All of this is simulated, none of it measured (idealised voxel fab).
process module | voxel spacer lines
cross-section cut | 220 nm wide | cells 5 nm
A cross-section is a grid of square cells, given in bands from the top down. A band is one or more rows of cells.
Each band's line starts with the height of the band's top and of its bottom, in nm. Then come its materials from left to right, each with its width in nm. One material with "throughout" fills the band from edge to edge. "air" is empty space.
Height 0 is the level under which the wafer as received is all one material. The lowest band goes on downwards, as in "0 down".
A width such as "30 to 40" changes by the same amount from each row of cells to the next, from the band's top row to its bottom row.
"no change" after a step means that no cell of the cross-section changed.
closed voids: empty space of 8 cells or more with no open way to the top, each as width x height at its distance from the left edge, in nm
after a step's settings: what the simulator itself notes on the step
overlay nm, on a step with a mask: how far to the right of its planned place the mask lay; to the left if negative
plan
1 op RECEIVE | material Si
2 op CONFORMAL_DEP | material Al2O3 | thk nm 5
3 op DIRECTIONAL_DEP | material W | thk nm 10
4 op DIRECTIONAL_DEP | material aC | thk nm 20
5 op PATTERN | tone cover | mask id MANDREL | material resist | width nm 15 | pitch nm 60 | thk nm 30 | overlay nm 0
6 op DIRECTIONAL_ETCH | etch materials aC | depth nm 20
7 op STRIP | etch materials resist
8 op CONFORMAL_DEP | material SiO2 | thk nm 15
9 op DIRECTIONAL_ETCH | etch materials SiO2 | depth nm 15
10 op STRIP | etch materials aC
11 op DIRECTIONAL_ETCH | etch materials W | depth nm 10
12 op STRIP | etch materials SiO2
13 op FILL_DEP | material SiO2 | thk nm 10
14 op CMP | height nm 15
as received, after step 1
  0 down: Si throughout
  closed voids: none
a wafer at the end: this start, this plan, one mistake
  15 to 10: Al2O3 throughout
  10 to 0: W throughout
  0 down: Si throughout
  closed voids: none
what went wrong: steps 2 and 3 were swapped
